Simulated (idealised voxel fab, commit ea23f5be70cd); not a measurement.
The following process module bears the name voxel wiring stack.
Square cell edge 5 nm, section width 240 nm, ID cut.
Cross-section layout: square cells on a grid; listed as bands, top to bottom; a band spans one or more cell rows.
Basically the band line says how high the top is and how high the bottom is, in nm, and then what's in it from left to right, every material with its width in nm. Empty space shows up as "blank", and if a single material carries "full width" it runs the full band edge to edge.
Heights from 0 (as-received wafer is one material below). Bottom band endless downward, as "0..down".
It should be noted that a width expressed as "30 to 40" varies in equal increments from row to row of cells within the band, taking the value of the first number at the top row and that of the second number at the bottom row.
"remains unaltered", as given for a step, is the statement that not any cell of the cross-section underwent a change during that step.
Listed in "Enclosed internal cavities": every empty space of 8 or more cells without an open way to the top. Form: width x height at distance, the distance being from the left edge, all in nm.
Where a step's line continues beyond its settings, the continuation is a remark by the simulator itself on that step.
Each step line may optionally specify "overlay nm", which for a step with a mask gives the rightward distance between the mask's planned place and where it lay, a negative value indicating the leftward direction.

The steps planned for the process are as follows
1: RECEIVE with material Si
2: CONFORMAL_DEP with material SiO2, thk nm 15
3: CONFORMAL_DEP with material SiN, thk nm 5
4: DIRECTIONAL_DEP with material SiO2, thk nm 20
5: MASKED_ETCH with tone open, mask id METAL_1, width nm 30, pitch nm 50, etch materials SiO2, depth nm 20, overlay nm 0
6: MASKED_ETCH with tone open, mask id METAL_1, width nm 30, pitch nm 50, etch materials SiN, depth nm 5, overlay nm 0
7: CONFORMAL_DEP with material TiN, thk nm 5
8: FILL_DEP with material Cu, thk nm 5
9: CMP with height nm 40
10: CONFORMAL_DEP with material SiCN, thk nm 5
11: DIRECTIONAL_DEP with material SiO2, thk nm 15
12: PATTERN with tone open, mask id PLUG_1, material resist, width nm 15, pitch nm 50, thk nm 15, overlay nm 0
13: DIRECTIONAL_ETCH with etch materials SiO2, depth nm 15
14: DIRECTIONAL_ETCH with etch materials SiCN, depth nm 5
15: STRIP with etch materials resist
16: CONFORMAL_DEP with material TiN, thk nm 5
17: FILL_DEP with material Ru, thk nm 5
18: CMP with height nm 60
19: DIRECTIONAL_DEP with material TiN, thk nm 5
20: DIRECTIONAL_DEP with material Ru, thk nm 20
21: DIRECTIONAL_DEP with material aC, thk nm 10
22: PATTERN with tone cover, mask id METAL_2, material resist, width nm 30, pitch nm 50, thk nm 25, overlay nm 0
23: DIRECTIONAL_ETCH with etch materials aC, depth nm 10
24: STRIP with etch materials resist
25: DIRECTIONAL_ETCH with etch materials Ru, depth nm 20
26: DIRECTIONAL_ETCH with etch materials TiN, depth nm 5
27: STRIP with etch materials aC
28: CONFORMAL_DEP with material SiCN, thk nm 5
29: FILL_DEP with material lowk, thk nm 5
30: CMP with height nm 85
31: CONFORMAL_DEP with material SiCN, thk nm 5
32: DIRECTIONAL_DEP with material SiO2, thk nm 30
33: PATTERN with tone open, mask id METAL_3_HOLES, material resist, width nm 15, pitch nm 100, thk nm 15, overlay nm 0
34: DIRECTIONAL_ETCH with etch materials SiO2, depth nm 30
35: STRIP with etch materials resist
36: PATTERN with tone open, mask id METAL_3, material resist, width nm 30, pitch nm 50, thk nm 20, overlay nm 0
37: DIRECTIONAL_ETCH with etch materials SiO2, depth nm 20
38: DIRECTIONAL_ETCH with etch materials SiCN, depth nm 5
39: STRIP with etch materials resist
40: CONFORMAL_DEP with material TiN, thk nm 5
41: FILL_DEP with material Cu, thk nm 10
42: CMP with height nm 120
43: CONFORMAL_DEP with material SiCN, thk nm 5

What follows covers the first of two wafers; it ran as planned

The cross-section here shows the wafer as received, i.e. in its state after step 1
- 0..down: Si full width
- Enclosed internal cavities: none

Cross-section: wafer state after step 2
- 15..0: SiO2 full width
- Nothing below the height 0 has changed.

Cross-section: wafer state after step 3
- 20..15: SiN full width
- Nothing below the height 15 has changed.

Cross-section: wafer state after step 4
- 40..20: SiO2 full width
- Nothing below the height 20 has changed.

Cross-section: wafer state after step 5
- 40..20: 30 SiO2, 30 blank, 20 SiO2, 30 blank, 20 SiO2, 30 blank, 20 SiO2, 30 blank, 30 SiO2
- Nothing below the height 20 has changed.

Cross-section: wafer state after step 6
- 40..20: 30 SiO2, 30 blank, 20 SiO2, 30 blank, 20 SiO2, 30 blank, 20 SiO2, 30 blank, 30 SiO2
- 20..15: 30 SiN, 30 blank, 20 SiN, 30 blank, 20 SiN, 30 blank, 20 SiN, 30 blank, 30 SiN
- Nothing below the height 15 has changed.

Cross-section: wafer state after step 7
- 45..40: 35 TiN, 20 blank, 30 TiN, 20 blank, 30 TiN, 20 blank, 30 TiN, 20 blank, 35 TiN
- 40..20: 30 SiO2, 5 TiN, 20 blank, 5 TiN, 20 SiO2, 5 TiN, 20 blank, 5 TiN, 20 SiO2, 5 TiN, 20 blank, 5 TiN, 20 SiO2, 5 TiN, 20 blank, 5 TiN, 30 SiO2
- 20..15: 30 SiN, 30 TiN, 20 SiN, 30 TiN, 20 SiN, 30 TiN, 20 SiN, 30 TiN, 30 SiN
- Nothing below the height 15 has changed.

Cross-section: wafer state after step 8
- 50..45: Cu full width
- 45..40: 35 TiN, 20 Cu, 30 TiN, 20 Cu, 30 TiN, 20 Cu, 30 TiN, 20 Cu, 35 TiN
- 40..20: 30 SiO2, 5 TiN, 20 Cu, 5 TiN, 20 SiO2, 5 TiN, 20 Cu, 5 TiN, 20 SiO2, 5 TiN, 20 Cu, 5 TiN, 20 SiO2, 5 TiN, 20 Cu, 5 TiN, 30 SiO2
- Nothing below the height 20 has changed.

Cross-section: wafer state after step 9
- 40..20: 30 SiO2, 5 TiN, 20 Cu, 5 TiN, 20 SiO2, 5 TiN, 20 Cu, 5 TiN, 20 SiO2, 5 TiN, 20 Cu, 5 TiN, 20 SiO2, 5 TiN, 20 Cu, 5 TiN, 30 SiO2
- Nothing below the height 20 has changed.

Cross-section: wafer state after step 10
- 45..40: SiCN full width
- Nothing below the height 40 has changed.

Cross-section: wafer state after step 11
- 60..45: SiO2 full width
- Nothing below the height 45 has changed.

Cross-section: wafer state after step 12
- 75..60: 30 resist, 15 blank, 35 resist, 15 blank, 35 resist, 15 blank, 35 resist, 15 blank, 45 resist
- Nothing below the height 60 has changed.

Cross-section: wafer state after step 13
- 75..60: 30 resist, 15 blank, 35 resist, 15 blank, 35 resist, 15 blank, 35 resist, 15 blank, 45 resist
- 60..45: 30 SiO2, 15 blank, 35 SiO2, 15 blank, 35 SiO2, 15 blank, 35 SiO2, 15 blank, 45 SiO2
- Nothing below the height 45 has changed.

Cross-section: wafer state after step 14
- 75..60: 30 resist, 15 blank, 35 resist, 15 blank, 35 resist, 15 blank, 35 resist, 15 blank, 45 resist
- 60..45: 30 SiO2, 15 blank, 35 SiO2, 15 blank, 35 SiO2, 15 blank, 35 SiO2, 15 blank, 45 SiO2
- 45..40: 30 SiCN, 15 blank, 35 SiCN, 15 blank, 35 SiCN, 15 blank, 35 SiCN, 15 blank, 45 SiCN
- Nothing below the height 40 has changed.

Cross-section: wafer state after step 15
- 60..45: 30 SiO2, 15 blank, 35 SiO2, 15 blank, 35 SiO2, 15 blank, 35 SiO2, 15 blank, 45 SiO2
- Nothing below the height 45 has changed.

Cross-section: wafer state after step 16
- 65..60: 35 TiN, 5 blank, 45 TiN, 5 blank, 45 TiN, 5 blank, 45 TiN, 5 blank, 50 TiN
- 60..45: 30 SiO2, 5 TiN, 5 blank, 5 TiN, 35 SiO2, 5 TiN, 5 blank, 5 TiN, 35 SiO2, 5 TiN, 5 blank, 5 TiN, 35 SiO2, 5 TiN, 5 blank, 5 TiN, 45 SiO2
- 45..40: 30 SiCN, 15 TiN, 35 SiCN, 15 TiN, 35 SiCN, 15 TiN, 35 SiCN, 15 TiN, 45 SiCN
- Nothing below the height 40 has changed.

Cross-section: wafer state after step 17
- 70..65: Ru full width
- 65..60: 35 TiN, 5 Ru, 45 TiN, 5 Ru, 45 TiN, 5 Ru, 45 TiN, 5 Ru, 50 TiN
- 60..45: 30 SiO2, 5 TiN, 5 Ru, 5 TiN, 35 SiO2, 5 TiN, 5 Ru, 5 TiN, 35 SiO2, 5 TiN, 5 Ru, 5 TiN, 35 SiO2, 5 TiN, 5 Ru, 5 TiN, 45 SiO2
- Nothing below the height 45 has changed.

Cross-section: wafer state after step 18
- 60..45: 30 SiO2, 5 TiN, 5 Ru, 5 TiN, 35 SiO2, 5 TiN, 5 Ru, 5 TiN, 35 SiO2, 5 TiN, 5 Ru, 5 TiN, 35 SiO2, 5 TiN, 5 Ru, 5 TiN, 45 SiO2
- Nothing below the height 45 has changed.

Cross-section: wafer state after step 19
- 65..60: TiN full width
- Nothing below the height 60 has changed.

Cross-section: wafer state after step 20
- 85..65: Ru full width
- Nothing below the height 65 has changed.

Cross-section: wafer state after step 21
- 95..85: aC full width
- Nothing below the height 85 has changed.

Cross-section: wafer state after step 22
- 120..95: 30 blank, 30 resist, 20 blank, 30 resist, 20 blank, 30 resist, 20 blank, 30 resist, 30 blank
- Nothing below the height 95 has changed.

Cross-section: wafer state after step 23
- 110..95: 30 blank, 30 resist, 20 blank, 30 resist, 20 blank, 30 resist, 20 blank, 30 resist, 30 blank
- 95..85: 30 blank, 30 aC, 20 blank, 30 aC, 20 blank, 30 aC, 20 blank, 30 aC, 30 blank
- Nothing below the height 85 has changed.

Cross-section: wafer state after step 24
- 95..85: 30 blank, 30 aC, 20 blank, 30 aC, 20 blank, 30 aC, 20 blank, 30 aC, 30 blank
- Nothing below the height 85 has changed.

Cross-section: wafer state after step 25
- 95..85: 30 blank, 30 aC, 20 blank, 30 aC, 20 blank, 30 aC, 20 blank, 30 aC, 30 blank
- 85..65: 30 blank, 30 Ru, 20 blank, 30 Ru, 20 blank, 30 Ru, 20 blank, 30 Ru, 30 blank
- Nothing below the height 65 has changed.

Cross-section: wafer state after step 26
- 95..85: 30 blank, 30 aC, 20 blank, 30 aC, 20 blank, 30 aC, 20 blank, 30 aC, 30 blank
- 85..65: 30 blank, 30 Ru, 20 blank, 30 Ru, 20 blank, 30 Ru, 20 blank, 30 Ru, 30 blank
- 65..60: 30 blank, 30 TiN, 20 blank, 30 TiN, 20 blank, 30 TiN, 20 blank, 30 TiN, 30 blank
- Nothing below the height 60 has changed.

Cross-section: wafer state after step 27
- 85..65: 30 blank, 30 Ru, 20 blank, 30 Ru, 20 blank, 30 Ru, 20 blank, 30 Ru, 30 blank
- Nothing below the height 65 has changed.

Cross-section: wafer state after step 28
- 90..85: 25 blank, 40 SiCN, 10 blank, 40 SiCN, 10 blank, 40 SiCN, 10 blank, 40 SiCN, 25 blank
- 85..65: 25 blank, 5 SiCN, 30 Ru, 5 SiCN, 10 blank, 5 SiCN, 30 Ru, 5 SiCN, 10 blank, 5 SiCN, 30 Ru, 5 SiCN, 10 blank, 5 SiCN, 30 Ru, 5 SiCN, 25 blank
- 65..60: 30 SiCN, 30 TiN, 20 SiCN, 30 TiN, 20 SiCN, 30 TiN, 20 SiCN, 30 TiN, 30 SiCN
- Nothing below the height 60 has changed.

Cross-section: wafer state after step 29
- 95..90: lowk full width
- 90..85: 25 lowk, 40 SiCN, 10 lowk, 40 SiCN, 10 lowk, 40 SiCN, 10 lowk, 40 SiCN, 25 lowk
- 85..65: 25 lowk, 5 SiCN, 30 Ru, 5 SiCN, 10 lowk, 5 SiCN, 30 Ru, 5 SiCN, 10 lowk, 5 SiCN, 30 Ru, 5 SiCN, 10 lowk, 5 SiCN, 30 Ru, 5 SiCN, 25 lowk
- Nothing below the height 65 has changed.

Cross-section: wafer state after step 30
- 85..65: 25 lowk, 5 SiCN, 30 Ru, 5 SiCN, 10 lowk, 5 SiCN, 30 Ru, 5 SiCN, 10 lowk, 5 SiCN, 30 Ru, 5 SiCN, 10 lowk, 5 SiCN, 30 Ru, 5 SiCN, 25 lowk
- Nothing below the height 65 has changed.

Cross-section: wafer state after step 31
- 90..85: SiCN full width
- Nothing below the height 85 has changed.

Cross-section: wafer state after step 32
- 120..90: SiO2 full width
- Nothing below the height 90 has changed.

Cross-section: wafer state after step 33
- 135..120: 30 resist, 15 blank, 85 resist, 15 blank, 95 resist
- Nothing below the height 120 has changed.

Cross-section: wafer state after step 34
- 135..120: 30 resist, 15 blank, 85 resist, 15 blank, 95 resist
- 120..90: 30 SiO2, 15 blank, 85 SiO2, 15 blank, 95 SiO2
- Nothing below the height 90 has changed.

Cross-section: wafer state after step 35
- 120..90: 30 SiO2, 15 blank, 85 SiO2, 15 blank, 95 SiO2
- Nothing below the height 90 has changed.

Cross-section: wafer state after step 36
- 140..120: 30 resist, 30 blank, 20 resist, 30 blank, 20 resist, 30 blank, 20 resist, 30 blank, 30 resist
- Nothing below the height 120 has changed.

Cross-section: wafer state after step 37
- 140..120: 30 resist, 30 blank, 20 resist, 30 blank, 20 resist, 30 blank, 20 resist, 30 blank, 30 resist
- 120..100: 30 SiO2, 30 blank, 20 SiO2, 30 blank, 20 SiO2, 30 blank, 20 SiO2, 30 blank, 30 SiO2
- Nothing below the height 100 has changed.

Cross-section: wafer state after step 38
- 140..120: 30 resist, 30 blank, 20 resist, 30 blank, 20 resist, 30 blank, 20 resist, 30 blank, 30 resist
- 120..100: 30 SiO2, 30 blank, 20 SiO2, 30 blank, 20 SiO2, 30 blank, 20 SiO2, 30 blank, 30 SiO2
- 100..90: 30 SiO2, 15 blank, 85 SiO2, 15 blank, 95 SiO2
- 90..85: 30 SiCN, 15 blank, 85 SiCN, 15 blank, 95 SiCN
- Nothing below the height 85 has changed.

Cross-section: wafer state after step 39
- 120..100: 30 SiO2, 30 blank, 20 SiO2, 30 blank, 20 SiO2, 30 blank, 20 SiO2, 30 blank, 30 SiO2
- Nothing below the height 100 has changed.

Cross-section: wafer state after step 40
- 125..120: 35 TiN, 20 blank, 30 TiN, 20 blank, 30 TiN, 20 blank, 30 TiN, 20 blank, 35 TiN
- 120..105: 30 SiO2, 5 TiN, 20 blank, 5 TiN, 20 SiO2, 5 TiN, 20 blank, 5 TiN, 20 SiO2, 5 TiN, 20 blank, 5 TiN, 20 SiO2, 5 TiN, 20 blank, 5 TiN, 30 SiO2
- 105..100: 30 SiO2, 5 TiN, 5 blank, 20 TiN, 20 SiO2, 30 TiN, 20 SiO2, 5 TiN, 5 blank, 20 TiN, 20 SiO2, 30 TiN, 30 SiO2
- 100..90: 30 SiO2, 5 TiN, 5 blank, 5 TiN, 85 SiO2, 5 TiN, 5 blank, 5 TiN, 95 SiO2
- 90..85: 30 SiCN, 15 TiN, 85 SiCN, 15 TiN, 95 SiCN
- Nothing below the height 85 has changed.

Cross-section: wafer state after step 41
- 135..125: Cu full width
- 125..120: 35 TiN, 20 Cu, 30 TiN, 20 Cu, 30 TiN, 20 Cu, 30 TiN, 20 Cu, 35 TiN
- 120..105: 30 SiO2, 5 TiN, 20 Cu, 5 TiN, 20 SiO2, 5 TiN, 20 Cu, 5 TiN, 20 SiO2, 5 TiN, 20 Cu, 5 TiN, 20 SiO2, 5 TiN, 20 Cu, 5 TiN, 30 SiO2
- 105..100: 30 SiO2, 5 TiN, 5 Cu, 20 TiN, 20 SiO2, 30 TiN, 20 SiO2, 5 TiN, 5 Cu, 20 TiN, 20 SiO2, 30 TiN, 30 SiO2
- 100..90: 30 SiO2, 5 TiN, 5 Cu, 5 TiN, 85 SiO2, 5 TiN, 5 Cu, 5 TiN, 95 SiO2
- Nothing below the height 90 has changed.

Cross-section: wafer state after step 42
- 120..105: 30 SiO2, 5 TiN, 20 Cu, 5 TiN, 20 SiO2, 5 TiN, 20 Cu, 5 TiN, 20 SiO2, 5 TiN, 20 Cu, 5 TiN, 20 SiO2, 5 TiN, 20 Cu, 5 TiN, 30 SiO2
- Nothing below the height 105 has changed.

Cross-section: wafer state after step 43
- 125..120: SiCN full width
- Nothing below the height 120 has changed.

What follows concerns the second wafer, which started out like the first and was meant to follow the very same plan; one mistake crept in when it was run, but everything up to and including step 41 is the same as for the first wafer

Here is the second wafer in cross-section at the point where step 42 of the plan should have been done: remains unaltered

Here is the second wafer in cross-section at the point where step 43 of the plan should have been done
- 140..135: SiCN full width
- Nothing below the height 135 has changed.
Plan not followed: step 42 from the plan never happened, it was just skipped
Final tally in cells, some materials are higher or lower on the second wafer than on the first: Cu: 112 more; TiN: 32 more
